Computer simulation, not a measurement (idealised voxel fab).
Process module under the name voxel air gaps
Square cells of 5 nm make up the cross-section cut, whose width is 170 nm.
Each cross-section below is a grid of square cells, stated as bands in top-down order, with one or more rows of cells making up each band. The entry gives the band's vertical extent as a top height and a bottom height in nm, then its horizontal make-up as materials from left to right, each with a width in nm. "empty" stands for empty space; a single material marked "edge to edge" fills the band edge to edge. Convention: height 0 is the level below which the wafer, as received, is all one material. The lowest band does not terminate at the bottom but continues downward, represented as "from 0 down". With a width like "30 to 40", each row of cells in the band differs from the next by the same amount, the top row carrying the first number and the bottom row the second. For the purposes of this document, the phrase "remains unaltered" attached to a step denotes that no cell within the cross-section was modified by that step. Closed empty spaces (no open way to the top) of 8 cells or more are what "Trapped voids" lists, each as width x height at distance from the left edge, nm for all three. The remark found on a step's line after its settings is issued by the simulator itself and pertains to that step. The optional step-line setting "overlay nm" applies to steps with a mask and quantifies how far to the right of its planned location the mask lay, a negative value indicating leftward placement.

The planned process steps are enumerated hereunder:
- 1: RECEIVE (material Si)
- 2: CONFORMAL_DEP (material SiO2; thk nm 15)
- 3: CONFORMAL_DEP (material SiN; thk nm 5)
- 4: DIRECTIONAL_DEP (material SiO2; thk nm 40)
- 5: MASKED_ETCH (tone open; mask id LINES; width nm 25; pitch nm 50; etch materials SiO2; depth nm 40; overlay nm 0)
- 6: CONFORMAL_DEP (material TiN; thk nm 5)
- 7: FILL_DEP (material W; thk nm 5)
- 8: CMP (height nm 60)
- 9: EPI (material Ru; thk nm 10)
- 10: SELECTIVE_ETCH (etch materials SiO2; depth nm 50)
- 11: CONFORMAL_DEP (material SiCN; thk nm 5)

First wafer, two in total, run as planned:

Cross-sectional view of the wafer in its as-received condition, corresponding to the state after step 1:
* from 0 down = Si edge to edge
* Trapped voids: none

How the wafer stands in section after step 2:
* from 15 to 0 = SiO2 edge to edge
* Lower than 0, everything is as it was.

How the wafer stands in section after step 3:
* from 20 to 15 = SiN edge to edge
* Lower than 15, everything is as it was.

How the wafer stands in section after step 4:
* from 60 to 20 = SiO2 edge to edge
* Lower than 20, everything is as it was.

How the wafer stands in section after step 5:
* from 60 to 20 = 20 of SiO2, 25 of empty, 25 of SiO2, 25 of empty, 25 of SiO2, 25 of empty, 25 of SiO2
* Lower than 20, everything is as it was.

How the wafer stands in section after step 6:
* from 65 to 60 = 25 of TiN, 15 of empty, 35 of TiN, 15 of empty, 35 of TiN, 15 of empty, 30 of TiN
* from 60 to 25 = 20 of SiO2, 5 of TiN, 15 of empty, 5 of TiN, 25 of SiO2, 5 of TiN, 15 of empty, 5 of TiN, 25 of SiO2, 5 of TiN, 15 of empty, 5 of TiN, 25 of SiO2
* from 25 to 20 = 20 of SiO2, 25 of TiN, 25 of SiO2, 25 of TiN, 25 of SiO2, 25 of TiN, 25 of SiO2
* Lower than 20, everything is as it was.

How the wafer stands in section after step 7:
* from 70 to 65 = W edge to edge
* from 65 to 60 = 25 of TiN, 15 of W, 35 of TiN, 15 of W, 35 of TiN, 15 of W, 30 of TiN
* from 60 to 25 = 20 of SiO2, 5 of TiN, 15 of W, 5 of TiN, 25 of SiO2, 5 of TiN, 15 of W, 5 of TiN, 25 of SiO2, 5 of TiN, 15 of W, 5 of TiN, 25 of SiO2
* Lower than 25, everything is as it was.

How the wafer stands in section after step 8:
* from 60 to 25 = 20 of SiO2, 5 of TiN, 15 of W, 5 of TiN, 25 of SiO2, 5 of TiN, 15 of W, 5 of TiN, 25 of SiO2, 5 of TiN, 15 of W, 5 of TiN, 25 of SiO2
* Lower than 25, everything is as it was.

How the wafer stands in section after step 9:
* from 70 to 60 = 10 of empty, 45 of Ru, 5 of empty, 45 of Ru, 5 of empty, 45 of Ru, 15 of empty
* Lower than 60, everything is as it was.

How the wafer stands in section after step 10:
* from 70 to 60 = 10 of empty, 45 of Ru, 5 of empty, 45 of Ru, 5 of empty, 45 of Ru, 15 of empty
* from 60 to 25 = 20 of empty, 5 of TiN, 15 of W, 5 of TiN, 25 of empty, 5 of TiN, 15 of W, 5 of TiN, 25 of empty, 5 of TiN, 15 of W, 5 of TiN, 25 of empty
* from 25 to 20 = 20 of empty, 25 of TiN, 25 of empty, 25 of TiN, 25 of empty, 25 of TiN, 25 of empty
* Lower than 20, everything is as it was.

How the wafer stands in section after step 11:
* from 75 to 70 = 5 of empty, 155 of SiCN, 10 of empty
* from 70 to 60 = 5 of empty, 5 of SiCN, 45 of Ru, 5 of SiCN, 45 of Ru, 5 of SiCN, 45 of Ru, 5 of SiCN, 10 of empty
* from 60 to 55 = 5 of empty, 15 of SiCN, 5 of TiN, 15 of W, 5 of TiN, 25 of SiCN, 5 of TiN, 15 of W, 5 of TiN, 25 of SiCN, 5 of TiN, 15 of W, 5 of TiN, 15 of SiCN, 10 of empty
* from 55 to 25 = 15 of empty, 5 of SiCN, 5 of TiN, 15 of W, 5 of TiN, 5 of SiCN, 15 of empty, 5 of SiCN, 5 of TiN, 15 of W, 5 of TiN, 5 of SiCN, 15 of empty, 5 of SiCN, 5 of TiN, 15 of W, 5 of TiN, 5 of SiCN, 20 of empty
* from 25 to 20 = 20 of SiCN, 25 of TiN, 25 of SiCN, 25 of TiN, 25 of SiCN, 25 of TiN, 25 of SiCN
* Lower than 20, everything is as it was.
* Trapped voids: 15 x 30 at 50; 15 x 30 at 100

Notes, second wafer: start = first wafer's, plan = first wafer's, execution had one mistake; history identical to first through step 1:

Second wafer, sectioned view, at step 2's planned end time:
* from 5 to 0 = SiN edge to edge
* Lower than 0, everything is as it was.

Second wafer, sectioned view, at step 3's planned end time:
* from 20 to 5 = SiO2 edge to edge
* Lower than 5, everything is as it was.

Second wafer, sectioned view, at step 4's planned end time:
* from 60 to 5 = SiO2 edge to edge
* Lower than 5, everything is as it was.

Second wafer, sectioned view, at step 5's planned end time:
* from 60 to 20 = 20 of SiO2, 25 of empty, 25 of SiO2, 25 of empty, 25 of SiO2, 25 of empty, 25 of SiO2
* Lower than 20, everything is as it was.

Second wafer, sectioned view, at step 6's planned end time:
* from 65 to 60 = 25 of TiN, 15 of empty, 35 of TiN, 15 of empty, 35 of TiN, 15 of empty, 30 of TiN
* from 60 to 25 = 20 of SiO2, 5 of TiN, 15 of empty, 5 of TiN, 25 of SiO2, 5 of TiN, 15 of empty, 5 of TiN, 25 of SiO2, 5 of TiN, 15 of empty, 5 of TiN, 25 of SiO2
* from 25 to 20 = 20 of SiO2, 25 of TiN, 25 of SiO2, 25 of TiN, 25 of SiO2, 25 of TiN, 25 of SiO2
* Lower than 20, everything is as it was.

Second wafer, sectioned view, at step 7's planned end time:
* from 70 to 65 = W edge to edge
* from 65 to 60 = 25 of TiN, 15 of W, 35 of TiN, 15 of W, 35 of TiN, 15 of W, 30 of TiN
* from 60 to 25 = 20 of SiO2, 5 of TiN, 15 of W, 5 of TiN, 25 of SiO2, 5 of TiN, 15 of W, 5 of TiN, 25 of SiO2, 5 of TiN, 15 of W, 5 of TiN, 25 of SiO2
* Lower than 25, everything is as it was.

Second wafer, sectioned view, at step 8's planned end time:
* from 60 to 25 = 20 of SiO2, 5 of TiN, 15 of W, 5 of TiN, 25 of SiO2, 5 of TiN, 15 of W, 5 of TiN, 25 of SiO2, 5 of TiN, 15 of W, 5 of TiN, 25 of SiO2
* Lower than 25, everything is as it was.

Second wafer, sectioned view, at step 9's planned end time:
* from 70 to 60 = 10 of empty, 45 of Ru, 5 of empty, 45 of Ru, 5 of empty, 45 of Ru, 15 of empty
* Lower than 60, everything is as it was.

Second wafer, sectioned view, at step 10's planned end time:
* from 70 to 60 = 10 of empty, 45 of Ru, 5 of empty, 45 of Ru, 5 of empty, 45 of Ru, 15 of empty
* from 60 to 25 = 20 of empty, 5 of TiN, 15 of W, 5 of TiN, 25 of empty, 5 of TiN, 15 of W, 5 of TiN, 25 of empty, 5 of TiN, 15 of W, 5 of TiN, 25 of empty
* from 25 to 20 = 20 of empty, 25 of TiN, 25 of empty, 25 of TiN, 25 of empty, 25 of TiN, 25 of empty
* from 20 to 10 = 30 of empty, 5 of SiO2, 45 of empty, 5 of SiO2, 45 of empty, 5 of SiO2, 35 of empty
* Lower than 10, everything is as it was.

Second wafer, sectioned view, at step 11's planned end time:
* from 75 to 70 = 5 of empty, 155 of SiCN, 10 of empty
* from 70 to 60 = 5 of empty, 5 of SiCN, 45 of Ru, 5 of SiCN, 45 of Ru, 5 of SiCN, 45 of Ru, 5 of SiCN, 10 of empty
* from 60 to 55 = 5 of empty, 15 of SiCN, 5 of TiN, 15 of W, 5 of TiN, 25 of SiCN, 5 of TiN, 15 of W, 5 of TiN, 25 of SiCN, 5 of TiN, 15 of W, 5 of TiN, 15 of SiCN, 10 of empty
* from 55 to 25 = 15 of empty, 5 of SiCN, 5 of TiN, 15 of W, 5 of TiN, 5 of SiCN, 15 of empty, 5 of SiCN, 5 of TiN, 15 of W, 5 of TiN, 5 of SiCN, 15 of empty, 5 of SiCN, 5 of TiN, 15 of W, 5 of TiN, 5 of SiCN, 20 of empty
* from 25 to 20 = 15 of empty, 5 of SiCN, 25 of TiN, 5 of SiCN, 15 of empty, 5 of SiCN, 25 of TiN, 5 of SiCN, 15 of empty, 5 of SiCN, 25 of TiN, 5 of SiCN, 20 of empty
* from 20 to 15 = 15 of empty, 15 of SiCN, 5 of SiO2, 15 of SiCN, 15 of empty, 15 of SiCN, 5 of SiO2, 15 of SiCN, 15 of empty, 15 of SiCN, 5 of SiO2, 15 of SiCN, 20 of empty
* from 15 to 10 = 30 of SiCN, 5 of SiO2, 45 of SiCN, 5 of SiO2, 45 of SiCN, 5 of SiO2, 35 of SiCN
* Lower than 10, everything is as it was.
* Trapped voids: 15 x 40 at 50; 15 x 40 at 100
In executing the process, a mistake was made relative to the plan: it was found that steps 2 and 3 of the process plan had been performed in exchanged positions
Count the cells at the end and the second wafer has more or fewer of some materials than the first: SiCN: 36 more; SiO2: 62 fewer
